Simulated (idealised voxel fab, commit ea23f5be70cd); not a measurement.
The following is a process module called voxel lift off.
Pictured: cross-section cut, 155 nm wide, on a grid of 5 nm square cells.
Cross-sections here: square-cell grids, written as top-down lists of bands, a band being one or more rows of cells. Basically the band line says how high the top is and how high the bottom is, in nm, and then what's in it from left to right, every material with its width in nm. Empty space shows up as "empty", and if a single material carries "full width" it runs the full band edge to edge. Measure heights from 0. That's the level where, below it, the as-received wafer is all one material. The lowest band is bottomless and extends downward; write it as in "top 0, no bottom". Graded width ("30..40"): value in top row of band = first number; value in bottom row = second number; row-to-row change constant. For the purposes of this document, the phrase "identical to before" attached to a step denotes that no cell within the cross-section was modified by that step. Enclosed cavity list: empty space of 8 cells or more with no open way to the top, each as width x height at its distance from the left edge, in nm. Past the settings on a step's line: simulator remark, on that step. The setting "overlay nm" may be written on the line of a step. When the step uses a mask, the value reports how far to the right of the planned place the mask lay, and a negative value reports that it lay to the left.
-- So here's the lineup of process steps we planned
| 1 | RECEIVE: material Si |
| 2 | CONFORMAL_DEP: material SiO2, thk nm 15 |
| 3 | PATTERN: tone open, mask id LINES, material resist, width nm 20, pitch nm 50, thk nm 30, overlay nm 0 |
| 4 | DIRECTIONAL_DEP: material Ru, thk nm 15 |
| 5 | STRIP: etch materials resist |
| 6 | CONFORMAL_DEP: material SiCN, thk nm 10 |
-- Cross-section of the wafer as it came to us, i.e., already through step 1
> top 0, no bottom | Si full width
> Enclosed cavity list: none
-- The first of the two wafers as seen in cross-section once the module was finished; processing followed the plan
> top 40, bottom 30 | empty=5; SiCN=40; empty=10; SiCN=40; empty=10; SiCN=40; empty=10
> top 30, bottom 25 | empty=5; SiCN=10; Ru=20; SiCN=10; empty=10; SiCN=10; Ru=20; SiCN=10; empty=10; SiCN=10; Ru=20; SiCN=10; empty=10
> top 25, bottom 15 | SiCN=15; Ru=20; SiCN=30; Ru=20; SiCN=30; Ru=20; SiCN=20
> top 15, bottom 0 | SiO2 full width
> top 0, no bottom | Si full width
> Enclosed cavity list: none
-- second wafer at the end: like start, like plan, one mistake
> top 25, bottom 15 | empty=5; SiCN=40; empty=10; SiCN=40; empty=10; SiCN=40; empty=10
> top 15, bottom 10 | empty=5; SiCN=10; Ru=20; SiCN=10; empty=10; SiCN=10; Ru=20; SiCN=10; empty=10; SiCN=10; Ru=20; SiCN=10; empty=10
> top 10, bottom 0 | SiCN=15; Ru=20; SiCN=30; Ru=20; SiCN=30; Ru=20; SiCN=20
> top 0, no bottom | Si full width
> Enclosed cavity list: none
What was the processing mistake? execution of step 2 of the plan did not take place, the step having been omitted
Wafer comparison, final, in cells, second relative to first, materials more or fewer: SiO2 -93
